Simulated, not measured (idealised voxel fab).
process module | voxel self aligned contacts
cross-section cut | 180 nm wide | cells 5 nm
A cross-section is a grid of square cells, given in bands from the top down. A band is one or more rows of cells.
Each band's line starts with the height of the band's top and of its bottom, in nm. Then come its materials from left to right, each with its width in nm. One material with "throughout" fills the band from edge to edge. "air" is empty space.
Height 0 is the level under which the wafer as received is all one material. The lowest band goes on downwards, as in "0 down".
A width such as "30 to 40" changes by the same amount from each row of cells to the next, from the band's top row to its bottom row.
"no change" after a step means that no cell of the cross-section changed.
closed voids: empty space of 8 cells or more with no open way to the top, each as width x height at its distance from the left edge, in nm
after a step's settings: what the simulator itself notes on the step
overlay nm, on a step with a mask: how far to the right of its planned place the mask lay; to the left if negative
plan
1 op RECEIVE | material Si
2 op CONFORMAL_DEP | material SiO2 | thk nm 5
3 op DIRECTIONAL_DEP | material polySi | thk nm 25
4 op DIRECTIONAL_DEP | material SiN | thk nm 20
5 op PATTERN | tone cover | mask id GATE | material resist | width nm 25 | pitch nm 65 | thk nm 20 | overlay nm 0
6 op DIRECTIONAL_ETCH | etch materials SiN | depth nm 20
7 op DIRECTIONAL_ETCH | etch materials polySi | depth nm 25
8 op STRIP | etch materials resist
9 op CONFORMAL_DEP | material SiN | thk nm 10
10 op DIRECTIONAL_ETCH | etch materials SiN | depth nm 10
11 op FILL_DEP | material SiO2 | thk nm 20
12 op CMP | height nm 60
13 op PATTERN | tone open | mask id CONTACT | material resist | width nm 50 | thk nm 15 | overlay nm 0
14 op DIRECTIONAL_ETCH | etch materials SiO2 | depth nm 60
15 op STRIP | etch materials resist
16 op CONFORMAL_DEP | material TiN | thk nm 5
17 op FILL_DEP | material Ru | thk nm 5
18 op CMP | height nm 60
19 op CONFORMAL_DEP | material SiCN | thk nm 5
first wafer, as planned
as received, after step 1
  0 down: Si throughout
  closed voids: none
after step 2
  5 to 0: SiO2 throughout
  below 0: unchanged
after step 3
  30 to 5: polySi throughout
  below 5: unchanged
after step 4
  50 to 30: SiN throughout
  below 30: unchanged
after step 5
  70 to 50: air 45 | resist 25 | air 40 | resist 25 | air 45
  below 50: unchanged
after step 6
  70 to 50: air 45 | resist 25 | air 40 | resist 25 | air 45
  50 to 30: air 45 | SiN 25 | air 40 | SiN 25 | air 45
  below 30: unchanged
after step 7
  70 to 50: air 45 | resist 25 | air 40 | resist 25 | air 45
  50 to 30: air 45 | SiN 25 | air 40 | SiN 25 | air 45
  30 to 5: air 45 | polySi 25 | air 40 | polySi 25 | air 45
  below 5: unchanged
after step 8
  50 to 30: air 45 | SiN 25 | air 40 | SiN 25 | air 45
  below 30: unchanged
after step 9
  60 to 30: air 35 | SiN 45 | air 20 | SiN 45 | air 35
  30 to 15: air 35 | SiN 10 | polySi 25 | SiN 10 | air 20 | SiN 10 | polySi 25 | SiN 10 | air 35
  15 to 5: SiN 45 | polySi 25 | SiN 40 | polySi 25 | SiN 45
  below 5: unchanged
after step 10
  50 to 30: air 35 | SiN 45 | air 20 | SiN 45 | air 35
  30 to 5: air 35 | SiN 10 | polySi 25 | SiN 10 | air 20 | SiN 10 | polySi 25 | SiN 10 | air 35
  below 5: unchanged
after step 11
  70 to 50: SiO2 throughout
  50 to 30: SiO2 35 | SiN 45 | SiO2 20 | SiN 45 | SiO2 35
  30 to 5: SiO2 35 | SiN 10 | polySi 25 | SiN 10 | SiO2 20 | SiN 10 | polySi 25 | SiN 10 | SiO2 35
  below 5: unchanged
after step 12
  60 to 50: SiO2 throughout
  below 50: unchanged
after step 13
  75 to 60: resist 65 | air 50 | resist 65
  below 60: unchanged
after step 14
  75 to 60: resist 65 | air 50 | resist 65
  60 to 50: SiO2 65 | air 50 | SiO2 65
  50 to 30: SiO2 35 | SiN 45 | air 20 | SiN 45 | SiO2 35
  30 to 5: SiO2 35 | SiN 10 | polySi 25 | SiN 10 | air 20 | SiN 10 | polySi 25 | SiN 10 | SiO2 35
  5 to 0: SiO2 80 | air 20 | SiO2 80
  below 0: unchanged
after step 15
  60 to 50: SiO2 65 | air 50 | SiO2 65
  below 50: unchanged
after step 16
  65 to 60: TiN 70 | air 40 | TiN 70
  60 to 50: SiO2 65 | TiN 5 to 20 | air 40 to 10 | TiN 5 to 20 | SiO2 65
  50 to 30: SiO2 35 | SiN 45 | TiN 5 | air 10 | TiN 5 | SiN 45 | SiO2 35
  30 to 5: SiO2 35 | SiN 10 | polySi 25 | SiN 10 | TiN 5 | air 10 | TiN 5 | SiN 10 | polySi 25 | SiN 10 | SiO2 35
  5 to 0: SiO2 80 | TiN 20 | SiO2 80
  below 0: unchanged
after step 17
  70 to 65: Ru throughout
  65 to 60: TiN 70 | Ru 40 | TiN 70
  60 to 50: SiO2 65 | TiN 5 to 20 | Ru 40 to 10 | TiN 5 to 20 | SiO2 65
  50 to 30: SiO2 35 | SiN 45 | TiN 5 | Ru 10 | TiN 5 | SiN 45 | SiO2 35
  30 to 5: SiO2 35 | SiN 10 | polySi 25 | SiN 10 | TiN 5 | Ru 10 | TiN 5 | SiN 10 | polySi 25 | SiN 10 | SiO2 35
  below 5: unchanged
after step 18
  60 to 50: SiO2 65 | TiN 5 to 20 | Ru 40 to 10 | TiN 5 to 20 | SiO2 65
  below 50: unchanged
after step 19
  65 to 60: SiCN throughout
  below 60: unchanged
second wafer: like start, like plan, one mistake. Through step 11 it matches the first wafer
when step 12 should have ended
  50 to 30: SiO2 35 | SiN 45 | SiO2 20 | SiN 45 | SiO2 35
  below 30: unchanged
when step 13 should have ended
  65 to 50: resist 65 | air 50 | resist 65
  below 50: unchanged
when step 14 should have ended
  65 to 50: resist 65 | air 50 | resist 65
  50 to 30: SiO2 35 | SiN 45 | air 20 | SiN 45 | SiO2 35
  30 to 5: SiO2 35 | SiN 10 | polySi 25 | SiN 10 | air 20 | SiN 10 | polySi 25 | SiN 10 | SiO2 35
  5 to 0: SiO2 80 | air 20 | SiO2 80
  below 0: unchanged
when step 15 should have ended
  50 to 30: SiO2 35 | SiN 45 | air 20 | SiN 45 | SiO2 35
  below 30: unchanged
when step 16 should have ended
  55 to 50: TiN 85 | air 10 | TiN 85
  50 to 30: SiO2 35 | SiN 45 | TiN 5 | air 10 | TiN 5 | SiN 45 | SiO2 35
  30 to 5: SiO2 35 | SiN 10 | polySi 25 | SiN 10 | TiN 5 | air 10 | TiN 5 | SiN 10 | polySi 25 | SiN 10 | SiO2 35
  5 to 0: SiO2 80 | TiN 20 | SiO2 80
  below 0: unchanged
when step 17 should have ended
  60 to 55: Ru throughout
  55 to 50: TiN 85 | Ru 10 | TiN 85
  50 to 30: SiO2 35 | SiN 45 | TiN 5 | Ru 10 | TiN 5 | SiN 45 | SiO2 35
  30 to 5: SiO2 35 | SiN 10 | polySi 25 | SiN 10 | TiN 5 | Ru 10 | TiN 5 | SiN 10 | polySi 25 | SiN 10 | SiO2 35
  below 5: unchanged
when step 18 should have ended: no change
when step 19 should have ended
  65 to 60: SiCN throughout
  below 60: unchanged
what went wrong: step 12 ran as: op CMP | height nm 50
at the end the second wafer has, in cells: 28 more of Ru | 52 fewer of SiO2 | 24 more of TiN
